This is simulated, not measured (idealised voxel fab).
Module name: voxel capacitor over wiring (process module)
Each square cell in cross-section cut measures 5 nm, and the section as a whole is 290 nm wide.
Just so we're on the same page, the cross-sections are grids of square cells, and they're listed out in bands top to bottom, each band one or more rows deep. Read a band's entry like this: the first values are the height of its top and the height of its bottom in nm, and what follows is the sequence of materials from left to right, each with its width in nm. Note that "empty" is empty space, and that a single material marked "throughout" reaches across the band from edge to edge. Ref level 0: as-received wafer is one material below here. Bottom band extends down with no lower bound ("0 and below"). Width: "30->40" (first number = top row, second number = bottom row, same change from row to row of cells). Given "nothing changed" for a step, no cell of the cross-section differs between before and after that step. In "Voids, fully enclosed" the enclosed voids are listed, meaning empty spaces of 8 cells or larger without any opening to the top. The form is width x height at distance, distance from the left edge, units nm. What comes after the settings on a step's line is commentary from the simulator itself on that step. The setting "overlay nm" may be written on the line of a step. When the step uses a mask, the value reports how far to the right of the planned place the mask lay, and a negative value reports that it lay to the left.
SET OUT BELOW ARE THE PLANNED STEPS OF THE PROCESS
| 1 | RECEIVE,material Si |
| 2 | CONFORMAL_DEP,material SiO2,thk nm 15 |
| 3 | DIRECTIONAL_DEP,material TiN,thk nm 5 |
| 4 | DIRECTIONAL_DEP,material Ru,thk nm 20 |
| 5 | DIRECTIONAL_DEP,material aC,thk nm 15 |
| 6 | PATTERN,tone cover,mask id METAL_1,material resist,width nm 30,pitch nm 95,thk nm 35,overlay nm 0 |
| 7 | DIRECTIONAL_ETCH,etch materials aC,depth nm 15 |
| 8 | STRIP,etch materials resist |
| 9 | DIRECTIONAL_ETCH,etch materials Ru,depth nm 20 |
| 10 | DIRECTIONAL_ETCH,etch materials TiN,depth nm 5 |
| 11 | STRIP,etch materials aC |
| 12 | FILL_DEP,material lowk,thk nm 5 |
| 13 | CMP,height nm 40 |
| 14 | CONFORMAL_DEP,material SiCN,thk nm 5 |
| 15 | DIRECTIONAL_DEP,material SiO2,thk nm 15 |
| 16 | DIRECTIONAL_DEP,material aC,thk nm 10 |
| 17 | PATTERN,tone open,mask id PLUG_1,material resist,width nm 15,thk nm 25,overlay nm 0 |
| 18 | DIRECTIONAL_ETCH,etch materials aC,depth nm 10 |
| 19 | STRIP,etch materials resist |
| 20 | DIRECTIONAL_ETCH,etch materials SiO2,depth nm 15 |
| 21 | DIRECTIONAL_ETCH,etch materials SiCN,depth nm 5 |
| 22 | STRIP,etch materials aC |
| 23 | CONFORMAL_DEP,material TiN,thk nm 5 |
| 24 | FILL_DEP,material Cu,thk nm 10 |
| 25 | CMP,height nm 60 |
| 26 | DIRECTIONAL_DEP,material TiN,thk nm 10 |
| 27 | DIRECTIONAL_DEP,material Al2O3,thk nm 5 |
| 28 | DIRECTIONAL_DEP,material TiN,thk nm 10 |
| 29 | PATTERN,tone cover,mask id UPPER_PLATE,material resist,width nm 70,thk nm 15,overlay nm 0 |
| 30 | DIRECTIONAL_ETCH,etch materials TiN,depth nm 10 |
| 31 | DIRECTIONAL_ETCH,etch materials Al2O3,depth nm 5 |
| 32 | STRIP,etch materials resist |
| 33 | MASKED_ETCH,tone cover,mask id LOWER_PLATE,width nm 80,etch materials TiN,depth nm 10,overlay nm 0 |
| 34 | FILL_DEP,material SiO2,thk nm 20 |
| 35 | CMP,height nm 100 |
| 36 | MASKED_ETCH,tone open,mask id PLUG_2,width nm 15,etch materials SiO2,depth nm 15,overlay nm 0 |
| 37 | CONFORMAL_DEP,material TiN,thk nm 5 |
| 38 | FILL_DEP,material W,thk nm 10 |
| 39 | CMP,height nm 100 |
| 40 | CONFORMAL_DEP,material SiN,thk nm 5 |
CROSS-SECTION OF THE WAFER UPON ARRIVAL, REPRESENTING THE STATE REACHED AFTER STEP 1
* 0 and below  Si throughout
* Voids, fully enclosed: none
CROSS-SECTION TAKEN AT MODULE COMPLETION ON THE FIRST OF TWO WAFERS; PROCESSED PER THE PLAN
* 105 down to 100  SiN throughout
* 100 down to 90  105 SiO2 / 5 TiN / 5 W / 5 TiN / 170 SiO2
* 90 down to 85  105 SiO2 / 15 TiN / 170 SiO2
* 85 down to 75  95 SiO2 / 70 TiN / 125 SiO2
* 75 down to 70  95 SiO2 / 70 Al2O3 / 125 SiO2
* 70 down to 60  90 SiO2 / 80 TiN / 120 SiO2
* 60 down to 45  95 SiO2 / 5 TiN / 5 Cu / 5 TiN / 180 SiO2
* 45 down to 40  95 SiCN / 15 TiN / 180 SiCN
* 40 down to 20  80 lowk / 30 Ru / 65 lowk / 30 Ru / 85 lowk
* 20 down to 15  80 lowk / 30 TiN / 65 lowk / 30 TiN / 85 lowk
* 15 down to 0  SiO2 throughout
* 0 and below  Si throughout
* Voids, fully enclosed: none
CROSS-SECTION, SECOND WAFER: SAME START AS THE FIRST, SAME PLAN AS THE FIRST, ONE MISTAKE IN RUNNING IT; TAKEN AT THE END OF THE MODULE
* 105 down to 100  SiN throughout
* 100 down to 90  105 SiO2 / 5 TiN / 5 W / 5 TiN / 170 SiO2
* 90 down to 85  105 SiO2 / 15 TiN / 170 SiO2
* 85 down to 75  95 SiO2 / 65 TiN / 130 SiO2
* 75 down to 70  95 SiO2 / 70 Al2O3 / 125 SiO2
* 70 down to 60  80 SiO2 / 85 TiN / 125 SiO2
* 60 down to 45  95 SiO2 / 5 TiN / 5 Cu / 5 TiN / 180 SiO2
* 45 down to 40  95 SiCN / 15 TiN / 180 SiCN
* 40 down to 20  80 lowk / 30 Ru / 65 lowk / 30 Ru / 85 lowk
* 20 down to 15  80 lowk / 30 TiN / 65 lowk / 30 TiN / 85 lowk
* 15 down to 0  SiO2 throughout
* 0 and below  Si throughout
* Voids, fully enclosed: none
What was done differently from what was planned? not per plan at step 33, really ran MASKED_ETCH,tone cover,mask id LOWER_PLATE,width nm 80,etch materials TiN,depth nm 10,overlay nm -10
If you tally the cells, the second wafer ends up with the same amount of every material as the first; it's all just sitting in different places.
